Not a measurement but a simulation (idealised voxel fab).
Proc. module: voxel transistor to metal
FYI the section here is cut, 205 nm wide, cells are 5 nm squares.
The cross-sections in this document take the form of a grid made of square cells. They are written out as bands, in order from top to bottom. Each band consists of one or more rows of cells. The band entry comprises the height of the band's top followed by the height of its bottom, expressed in nm, and subsequently the band's materials from left to right, each stated together with its width in nm. Where a single material is marked with the word "all across", that material fills the band from edge to edge. The word "empty" represents empty space. All heights in this document are referenced to 0, defined as the level beneath which the wafer, as received, consists entirely of one material. The lowest band is not bounded below; it extends indefinitely downward and is written in the form "0 down". Width "30->40": first value at the band's top row of cells, second value at its bottom row, equal change from row to row. Where a step carries "remains unaltered", the cross-section came out of it unchanged, cell for cell. Heads up: "Unvented internal voids" only lists the empty pockets with no open path to the top that are 8 cells or more, and it writes them as width x height at distance, distance from the left edge, in nm. That trailing text on a step's line, after the settings, is the simulator's own remark on the step. overlay nm: mask offset rightward from planned place, masked step; negative means leftward offset.

## This section lists the process steps that were planned
1,RECEIVE,material Si
2,CONFORMAL_DEP,material SiO2,thk nm 5
3,CONFORMAL_DEP,material SiN,thk nm 15
4,DIRECTIONAL_DEP,material aC,thk nm 15
5,PATTERN,tone cover,mask id ACTIVE,material resist,width nm 105,thk nm 30,overlay nm 0
6,DIRECTIONAL_ETCH,etch materials aC,depth nm 15
7,STRIP,etch materials resist
8,DIRECTIONAL_ETCH,etch materials SiN,depth nm 15
9,DIRECTIONAL_ETCH,etch materials SiO2,depth nm 5
10,DIRECTIONAL_ETCH,etch materials Si,depth nm 35
11,STRIP,etch materials aC
12,FILL_DEP,material SiO2,thk nm 15
13,CMP,height nm 20
14,SELECTIVE_ETCH,etch materials SiO2,depth nm 15
15,STRIP,etch materials SiN
16,SELECTIVE_ETCH,etch materials SiO2,depth nm 5
17,OXIDIZE,depth nm 5
18,DIRECTIONAL_DEP,material polySi,thk nm 20
19,DIRECTIONAL_DEP,material SiCN,thk nm 10
20,MASKED_ETCH,tone cover,mask id GATE,width nm 25,etch materials SiCN,depth nm 20,overlay nm 0
21,MASKED_ETCH,tone cover,mask id GATE,width nm 25,etch materials polySi,depth nm 30,overlay nm 0
22,CONFORMAL_DEP,material SiO2,thk nm 5
23,DIRECTIONAL_ETCH,etch materials SiO2,depth nm 5
24,CONFORMAL_DEP,material SiN,thk nm 10
25,DIRECTIONAL_ETCH,etch materials SiN,depth nm 10
26,DIRECTIONAL_ETCH,etch materials SiO2,depth nm 5
27,DIRECTIONAL_ETCH,etch materials Si,depth nm 15
28,EPI,material nSi,thk nm 15
29,FILL_DEP,material SiO2,thk nm 5
30,CMP,height nm 30
31,DIRECTIONAL_DEP,material SiO2,thk nm 15
32,PATTERN,tone open,mask id CONTACT,material resist,width nm 25,pitch nm 60,thk nm 20,overlay nm 0
33,DIRECTIONAL_ETCH,etch materials SiO2,depth nm 35
34,STRIP,etch materials resist
35,CONFORMAL_DEP,material TiN,thk nm 5
36,FILL_DEP,material Ru,thk nm 5
37,CMP,height nm 45
38,DIRECTIONAL_DEP,material TiN,thk nm 5
39,DIRECTIONAL_DEP,material Ru,thk nm 20
40,PATTERN,tone cover,mask id METAL_1,material resist,width nm 15,pitch nm 70,thk nm 20,overlay nm 0
41,DIRECTIONAL_ETCH,etch materials Ru,depth nm 20
42,DIRECTIONAL_ETCH,etch materials TiN,depth nm 5
43,STRIP,etch materials resist
44,CONFORMAL_DEP,material SiN,thk nm 5
45,FILL_DEP,material SiO2,thk nm 5
46,CMP,height nm 70
47,CONFORMAL_DEP,material SiN,thk nm 5

## Here's what the wafer looked like in cross-section when it arrived - that's after step 1
    0 down = Si all across
    Unvented internal voids: none

## Starting wafer: above. Plan: above. Run: one mistake. Cross-section after the module: below
    75 to 70 = SiN all across
    70 to 60 = 45 SiO2, then 15 SiN, then 15 Ru, then 15 SiN, then 25 SiO2, then 15 SiN, then 15 Ru, then 15 SiN, then 45 SiO2
    60 to 50 = 60 SiN, then 15 Ru, then 55 SiN, then 15 Ru, then 60 SiN
    50 to 45 = 60 SiN, then 15 TiN, then 55 SiN, then 15 TiN, then 60 SiN
    45 to 35 = 60 SiO2, then 5 TiN, then 15 Ru, then 5 TiN, then 35 SiO2, then 5 TiN, then 15 Ru, then 5 TiN, then 60 SiO2
    35 to 30 = 60 SiO2, then 5 TiN, then 5 Ru, then 15 TiN, then 35 SiO2, then 15 TiN, then 5 Ru, then 5 TiN, then 60 SiO2
    30 to 20 = 60 SiO2, then 5 TiN, then 5 Ru, then 5 TiN, then 10 SiN, then 5 SiO2, then 25 SiCN, then 5 SiO2, then 10 SiN, then 5 TiN, then 5 Ru, then 5 TiN, then 60 SiO2
    20 to 15 = 60 SiO2, then 5 TiN, then 5 Ru, then 5 TiN, then 10 SiN, then 5 SiO2, then 25 polySi, then 5 SiO2, then 10 SiN, then 5 TiN, then 5 Ru, then 5 TiN, then 60 SiO2
    15 to 10 = 60 SiO2, then 15 TiN, then 10 SiN, then 5 SiO2, then 25 polySi, then 5 SiO2, then 10 SiN, then 15 TiN, then 60 SiO2
    10 to 0 = 60 SiO2, then 15 nSi, then 10 SiN, then 5 SiO2, then 25 polySi, then 5 SiO2, then 10 SiN, then 15 nSi, then 60 SiO2
    0 to -5 = 60 SiO2, then 15 nSi, then 55 SiO2, then 15 nSi, then 60 SiO2
    -5 to -20 = 50 SiO2, then 25 nSi, then 55 Si, then 25 nSi, then 50 SiO2
    -20 to -35 = 50 SiO2, then 105 Si, then 50 SiO2
    -35 down = Si all across
    Unvented internal voids: none
Run error: the process deviated at step 44: the operation and settings actually run there were CONFORMAL_DEP,material SiN,thk nm 15
